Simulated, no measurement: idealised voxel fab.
The following is a process module called voxel self aligned contacts.
Section cut is 240 nm wide and gridded with 5 nm square cells.
Just so we're on the same page, the cross-sections are grids of square cells, and they're listed out in bands top to bottom, each band one or more rows deep.
It is stipulated that each band's entry specify, in nanometres, the height of the top of the band and then that of its bottom, followed by the materials of the band in left-to-right sequence, each together with its width in nanometres. A single material marked by the word "edge to edge" is understood to fill the band from edge to edge; the word "blank" is understood to denote empty space.
All heights in this document are referenced to 0, defined as the level beneath which the wafer, as received, consists entirely of one material. The lowest band is not bounded below; it extends indefinitely downward and is written in the form "z 0 and below".
A two-number width, for instance "30->40", indicates that the width is equal to the first number in the top row of the band and to the second number in the bottom row, and that it changes by a constant amount per row of cells.
What does "no modifications" mean for a step? It means no cell of the cross-section changed in that step.
"Entrapped void list" means: voids of 8 cells or more that are shut off from the top with no open way through. Written width x height at distance, distance from the left edge, in nm.
That trailing text on a step's line, after the settings, is the simulator's own remark on the step.
For masked steps, "overlay nm" on the step line gives how far right of plan the mask actually lay; a minus sign means it lay to the left.
Intended process steps:
1: RECEIVE, material Si
2: CONFORMAL_DEP, material SiO2, thk nm 5
3: DIRECTIONAL_DEP, material polySi, thk nm 25
4: DIRECTIONAL_DEP, material SiN, thk nm 20
5: DIRECTIONAL_DEP, material aC, thk nm 10
6: PATTERN, tone cover, mask id GATE, material resist, width nm 35, pitch nm 75, thk nm 25, overlay nm 0
7: DIRECTIONAL_ETCH, etch materials aC, depth nm 10
8: STRIP, etch materials resist
9: DIRECTIONAL_ETCH, etch materials SiN, depth nm 20
10: DIRECTIONAL_ETCH, etch materials polySi, depth nm 25
11: STRIP, etch materials aC
12: CONFORMAL_DEP, material SiN, thk nm 10
13: DIRECTIONAL_ETCH, etch materials SiN, depth nm 10
14: FILL_DEP, material SiO2, thk nm 10
15: CMP, height nm 55
16: MASKED_ETCH, tone open, mask id CONTACT, width nm 60, etch materials SiO2, depth nm 55, overlay nm 0
17: CONFORMAL_DEP, material TiN, thk nm 5
18: FILL_DEP, material W, thk nm 5
19: CMP, height nm 55
20: CONFORMAL_DEP, material SiCN, thk nm 5
Wafer cross-section on receipt, i.e. after step 1:
  z 0 and below: Si edge to edge
  Entrapped void list: none
The first of the two wafers as seen in cross-section once the module was finished; processing followed the plan:
  z 60 to 55: SiCN edge to edge
  z 55 to 50: 90 nm SiO2, 25 nm TiN, 10 nm W, 25 nm TiN, 90 nm SiO2
  z 50 to 30: 55 nm SiO2, 55 nm SiN, 5 nm TiN, 10 nm W, 5 nm TiN, 55 nm SiN, 55 nm SiO2
  z 30 to 5: 55 nm SiO2, 10 nm SiN, 35 nm polySi, 10 nm SiN, 5 nm TiN, 10 nm W, 5 nm TiN, 10 nm SiN, 35 nm polySi, 10 nm SiN, 55 nm SiO2
  z 5 to 0: 110 nm SiO2, 20 nm TiN, 110 nm SiO2
  z 0 and below: Si edge to edge
  Entrapped void list: none
The second wafer, shown in cross-section after the module: started the same way as the first and given the same plan, yet one mistake crept into how it was run:
  z 60 to 55: SiCN edge to edge
  z 55 to 50: 95 nm SiO2, 20 nm TiN, 10 nm W, 20 nm TiN, 95 nm SiO2
  z 50 to 30: 55 nm SiO2, 55 nm SiN, 5 nm TiN, 10 nm W, 5 nm TiN, 55 nm SiN, 55 nm SiO2
  z 30 to 5: 55 nm SiO2, 10 nm SiN, 35 nm polySi, 10 nm SiN, 5 nm TiN, 10 nm W, 5 nm TiN, 10 nm SiN, 35 nm polySi, 10 nm SiN, 55 nm SiO2
  z 5 to 0: 110 nm SiO2, 20 nm TiN, 110 nm SiO2
  z 0 and below: Si edge to edge
  Entrapped void list: none
Diagnosis: note that step 16 departed from the planned setting and was carried out as MASKED_ETCH, tone open, mask id CONTACT, width nm 50, etch materials SiO2, depth nm 55, overlay nm 0
Upon completion, the second wafer contains, in terms of cells, a greater or smaller amount of certain materials than the first wafer: 2 more of SiO2 | 2 fewer of TiN
